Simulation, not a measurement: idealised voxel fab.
process module | voxel fin reveal
cross-section cut | 150 nm wide | cells 5 nm
A cross-section is a grid of square cells, given in bands from the top down. A band is one or more rows of cells.
Each band's line starts with the height of the band's top and of its bottom, in nm. Then come its materials from left to right, each with its width in nm. One material with "throughout" fills the band from edge to edge. "air" is empty space.
Height 0 is the level under which the wafer as received is all one material. The lowest band goes on downwards, as in "0 down".
A width such as "30 to 40" changes by the same amount from each row of cells to the next, from the band's top row to its bottom row.
"no change" after a step means that no cell of the cross-section changed.
closed voids: empty space of 8 cells or more with no open way to the top, each as width x height at its distance from the left edge, in nm
after a step's settings: what the simulator itself notes on the step
overlay nm, on a step with a mask: how far to the right of its planned place the mask lay; to the left if negative
plan
1 op RECEIVE | material Si
2 op CONFORMAL_DEP | material SiN | thk nm 10
3 op MASKED_ETCH | tone cover | mask id FINS | width nm 15 | pitch nm 45 | etch materials SiN | depth nm 10 | overlay nm 0
4 op MASKED_ETCH | tone cover | mask id FINS | width nm 15 | pitch nm 45 | etch materials Si | depth nm 30 | overlay nm 0
5 op OXIDIZE | depth nm 5
6 op FILL_DEP | material SiO2 | thk nm 5
7 op CMP | height nm 0
8 op SELECTIVE_ETCH | etch materials SiO2 | depth nm 30
9 op STRIP | etch materials SiN
varied across the wafers: height nm of step 7. The plan shows the first wafer's value. All wafers start alike
first wafer as received, after step 1
  0 down: Si throughout
  closed voids: none
each wafer at the end: cells of each material gained (+) or lost (-) since it was received, then its closed voids
height nm 0 | -196 Si | +28 SiO2 | closed voids: none
height nm 5 | -196 Si | +56 SiO2 | closed voids: none
height nm 10 | -196 Si | +84 SiO2 | closed voids: none
height nm 15 | -196 Si | +112 SiO2 | closed voids: none
